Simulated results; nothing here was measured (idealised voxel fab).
Presented below is a process module, voxel wiring stack.
Section cut is 160 nm wide and gridded with 5 nm square cells.
Each cross-section below is a grid of square cells, stated as bands in top-down order, with one or more rows of cells making up each band. First you get the band's top height and its bottom height, in nm, and then the materials it's made of, left to right, with each width in nm. If you see a single material with "edge to edge", that one covers the band edge to edge. "empty" is empty space. Where do heights start? At 0: under that level the wafer as delivered is made of one material only. And the lowest band has no floor; it just carries on downward, as in "0 nm and below". Width spec "30..40" -> top row of cells at first value, bottom row at second value, equal per-row change in between. Key: "everything unchanged" - step with no changed cell in the cross-section. Listed in "Enclosed cavity list": every empty space of 8 or more cells without an open way to the top. Form: width x height at distance, the distance being from the left edge, all in nm. The remark found on a step's line after its settings is issued by the simulator itself and pertains to that step. overlay nm: where the mask lay relative to plan, measured to the right, on steps with a mask; negatives go left.

These are the steps we planned for the process:
1. op RECEIVE | material Si
2. op CONFORMAL_DEP | material SiO2 | thk nm 15
3. op CONFORMAL_DEP | material SiCN | thk nm 5
4. op DIRECTIONAL_DEP | material SiO2 | thk nm 15
5. op PATTERN | tone open | mask id METAL_1 | material resist | width nm 20 | pitch nm 35 | thk nm 15 | overlay nm 0
6. op DIRECTIONAL_ETCH | etch materials SiO2 | depth nm 15
7. op DIRECTIONAL_ETCH | etch materials SiCN | depth nm 5
8. op STRIP | etch materials resist
9. op CONFORMAL_DEP | material TiN | thk nm 5
10. op FILL_DEP | material Ru | thk nm 5
11. op CMP | height nm 35
12. op EPI | material Ru | thk nm 5
13. op FILL_DEP | material SiCN | thk nm 5
14. op DIRECTIONAL_DEP | material lowk | thk nm 30
15. op DIRECTIONAL_DEP | material aC | thk nm 15
16. op PATTERN | tone open | mask id METAL_2_HOLES | material resist | width nm 15 | pitch nm 35 | thk nm 30 | overlay nm 0
17. op DIRECTIONAL_ETCH | etch materials aC | depth nm 15
18. op STRIP | etch materials resist
19. op DIRECTIONAL_ETCH | etch materials lowk | depth nm 30
20. op STRIP | etch materials aC
21. op MASKED_ETCH | tone open | mask id METAL_2 | width nm 20 | pitch nm 35 | etch materials lowk | depth nm 20 | overlay nm 0
22. op MASKED_ETCH | tone open | mask id METAL_2 | width nm 20 | pitch nm 35 | etch materials SiCN | depth nm 5 | overlay nm 0
23. op CONFORMAL_DEP | material TiN | thk nm 5
24. op FILL_DEP | material Cu | thk nm 10
25. op CMP | height nm 75
26. op CONFORMAL_DEP | material SiN | thk nm 5

Step 1 complete: cross-section of the wafer as received:
- 0 nm and below = Si edge to edge
- Enclosed cavity list: none

The plan above was carried out on the starting structure above with one mistake, and this cross-section shows the wafer at the end of the module:
- 80 nm to 75 nm = SiN edge to edge
- 75 nm to 60 nm = lowk (45)  TiN (5)  Cu (10)  TiN (5)  lowk (15)  TiN (5)  Cu (10)  TiN (5)  lowk (60)
- 60 nm to 55 nm = lowk (45)  TiN (10)  Cu (5)  TiN (5)  lowk (15)  TiN (10)  Cu (5)  TiN (5)  lowk (60)
- 55 nm to 45 nm = lowk (50)  TiN (5)  Cu (5)  TiN (5)  lowk (20)  TiN (5)  Cu (5)  TiN (5)  lowk (60)
- 45 nm to 40 nm = SiCN (50)  TiN (15)  SiCN (20)  TiN (15)  SiCN (60)
- 40 nm to 35 nm = SiCN (45)  Ru (30)  SiCN (5)  Ru (30)  SiCN (50)
- 35 nm to 20 nm = SiO2 (50)  TiN (5)  Ru (10)  TiN (5)  SiO2 (15)  TiN (5)  Ru (10)  TiN (5)  SiO2 (55)
- 20 nm to 15 nm = SiCN (50)  TiN (20)  SiCN (15)  TiN (20)  SiCN (55)
- 15 nm to 0 nm = SiO2 edge to edge
- 0 nm and below = Si edge to edge
- Enclosed cavity list: none
Diagnosis: step 21, actual vs plan mismatch, actual run op MASKED_ETCH | tone open | mask id METAL_2 | width nm 20 | pitch nm 35 | etch materials lowk | depth nm 20 | overlay nm -5
